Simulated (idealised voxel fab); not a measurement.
You're looking at the process module voxel wiring stack.
Section cut is 260 nm wide and gridded with 5 nm square cells.
A cross-section is a grid of square cells, given in bands from the top down. A band is one or more rows of cells.
Top height, bottom height, nm. Materials left to right, width each, nm. Single material + "throughout" = fills band edge to edge. "blank" = empty.
It should be noted that heights are counted from 0, beneath which the wafer as supplied is of one material throughout, and that the lowest band possesses no lower boundary but continues downward, as written in "0 and below".
Quick explanation for "30..40": the width changes in equal steps down the rows of cells, from the first number in the band's top row to the second number in its bottom row.
Given "everything unchanged" for a step, no cell of the cross-section differs between before and after that step.
Under "Sealed void inventory" you'll find the enclosed gaps, the ones with no way out to the top, that are 8 cells or bigger; each reads width x height at distance, with distance counted from the left edge, everything in nm.
The remark found on a step's line after its settings is issued by the simulator itself and pertains to that step.
A step line may carry the setting "overlay nm", which, for steps involving a mask, states the distance by which the mask lay to the right of its intended position; negative values denote displacement to the left.

This section lists the process steps that were planned:
1,RECEIVE, material Si
2,CONFORMAL_DEP, material SiO2, thk nm 15
3,CONFORMAL_DEP, material SiN, thk nm 5
4,DIRECTIONAL_DEP, material lowk, thk nm 15
5,MASKED_ETCH, tone open, mask id METAL_1, width nm 25, pitch nm 50, etch materials lowk, depth nm 15, overlay nm 0
6,MASKED_ETCH, tone open, mask id METAL_1, width nm 25, pitch nm 50, etch materials SiN, depth nm 5, overlay nm 0
7,CONFORMAL_DEP, material TiN, thk nm 5
8,FILL_DEP, material W, thk nm 10
9,CMP, height nm 35
10,EPI, material Ru, thk nm 5
11,FILL_DEP, material SiCN, thk nm 5
12,DIRECTIONAL_DEP, material lowk, thk nm 35
13,PATTERN, tone open, mask id METAL_2_HOLES, material resist, width nm 15, thk nm 15, overlay nm 0
14,DIRECTIONAL_ETCH, etch materials lowk, depth nm 35
15,STRIP, etch materials resist
16,DIRECTIONAL_DEP, material aC, thk nm 15
17,PATTERN, tone open, mask id METAL_2, material resist, width nm 25, pitch nm 50, thk nm 35, overlay nm 0
18,DIRECTIONAL_ETCH, etch materials aC, depth nm 15
19,STRIP, etch materials resist
20,DIRECTIONAL_ETCH, etch materials lowk, depth nm 20
21,DIRECTIONAL_ETCH, etch materials SiCN, depth nm 5
22,STRIP, etch materials aC
23,CONFORMAL_DEP, material TiN, thk nm 5
24,FILL_DEP, material Cu, thk nm 5
25,CMP, height nm 80
26,CONFORMAL_DEP, material SiCN, thk nm 5

Wafer at receipt (post step 1), cross-section:
  0 and below  Si throughout
  Sealed void inventory: none

Here's the wafer cut in cross-section after the module, started and planned just like above, except one thing was done wrong in the run:
  85 down to 80  SiCN throughout
  80 down to 65  90 lowk; 5 TiN; 15 Cu; 5 TiN; 25 lowk; 5 TiN; 15 Cu; 5 TiN; 95 lowk
  65 down to 60  90 lowk; 5 TiN; 5 Cu; 15 TiN; 25 lowk; 25 TiN; 95 lowk
  60 down to 45  90 lowk; 5 TiN; 5 Cu; 5 TiN; 155 lowk
  45 down to 40  90 SiCN; 15 TiN; 155 SiCN
  40 down to 35  85 SiCN; 35 Ru; 15 SiCN; 35 Ru; 90 SiCN
  35 down to 25  90 lowk; 5 TiN; 15 W; 5 TiN; 25 lowk; 5 TiN; 15 W; 5 TiN; 95 lowk
  25 down to 20  90 lowk; 25 TiN; 25 lowk; 25 TiN; 95 lowk
  20 down to 15  W throughout
  15 down to 0  SiO2 throughout
  0 and below  Si throughout
  Sealed void inventory: none
what went wrong: planned and actual differ for step 3; actual: CONFORMAL_DEP, material W, thk nm 5
